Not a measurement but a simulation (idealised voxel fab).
This section sets out a process module, namely voxel trench capacitor.
In the cross-section labelled cut, the width is 300 nm and each square cell is 5 nm.
Reading order for cross-sections: top band down to bottom band. Underlying form: a grid of square cells. Band size: one or more rows of cells.
Band: top height; bottom height; in nm. Then, left to right: material with width in nm, for each material. "throughout": a single material spanning edge to edge. "blank": empty space.
The reference from which all heights are counted is 0, the level beneath which the as-received wafer is entirely one material; the lowest band, having no lower bound, proceeds downward and is written after the example "0 -> down".
So if you see something like "30..40" for the width, read it as the top row of the band sitting at the first number and the bottom row at the second, with every row in between moving by the same amount as the last.
Step marked "no change occurred"? Then no cell in the cross-section changed in it.
"Tabulated closed voids" enumerates empty spaces isolated from the top, with no open way to it, that contain at least 8 cells, giving each as width x height at distance from the left edge, all three in nm.
after a step's settings: what the simulator itself notes on the step
overlay nm: mask offset rightward from planned place, masked step; negative means leftward offset.

So here's the lineup of process steps we planned
1 RECEIVE, material Si
2 CONFORMAL_DEP, material SiN, thk nm 5
3 DIRECTIONAL_DEP, material aC, thk nm 10
4 PATTERN, tone open, mask id TRENCH, material resist, width nm 15, pitch nm 35, thk nm 25, overlay nm 0
5 DIRECTIONAL_ETCH, etch materials aC, depth nm 10
6 STRIP, etch materials resist
7 DIRECTIONAL_ETCH, etch materials SiN, depth nm 5
8 DIRECTIONAL_ETCH, etch materials Si, depth nm 40
9 STRIP, etch materials aC
10 CONFORMAL_DEP, material SiO2, thk nm 5
11 FILL_DEP, material polySi, thk nm 5
12 CMP, height nm 5

Wafer at receipt (post step 1), cross-section
> 0 -> down  Si throughout
> Tabulated closed voids: none

A wafer at the end: this start, this plan, one mistake
> 5 -> 0  SiN 85 nm; SiO2 5 nm; polySi 5 nm; SiO2 5 nm; SiN 20 nm; SiO2 5 nm; polySi 5 nm; SiO2 5 nm; SiN 20 nm; SiO2 5 nm; polySi 5 nm; SiO2 5 nm; SiN 20 nm; SiO2 5 nm; polySi 5 nm; SiO2 5 nm; SiN 95 nm
> 0 -> -35  Si 85 nm; SiO2 5 nm; polySi 5 nm; SiO2 5 nm; Si 20 nm; SiO2 5 nm; polySi 5 nm; SiO2 5 nm; Si 20 nm; SiO2 5 nm; polySi 5 nm; SiO2 5 nm; Si 20 nm; SiO2 5 nm; polySi 5 nm; SiO2 5 nm; Si 95 nm
> -35 -> -40  Si 85 nm; SiO2 15 nm; Si 20 nm; SiO2 15 nm; Si 20 nm; SiO2 15 nm; Si 20 nm; SiO2 15 nm; Si 95 nm
> -40 -> down  Si throughout
> Tabulated closed voids: none
Misprocessing identified: in deviation from the planned setting, step 4 was conducted as PATTERN, tone open, mask id TRENCH, material resist, width nm 15, pitch nm 35, thk nm 25, overlay nm -5
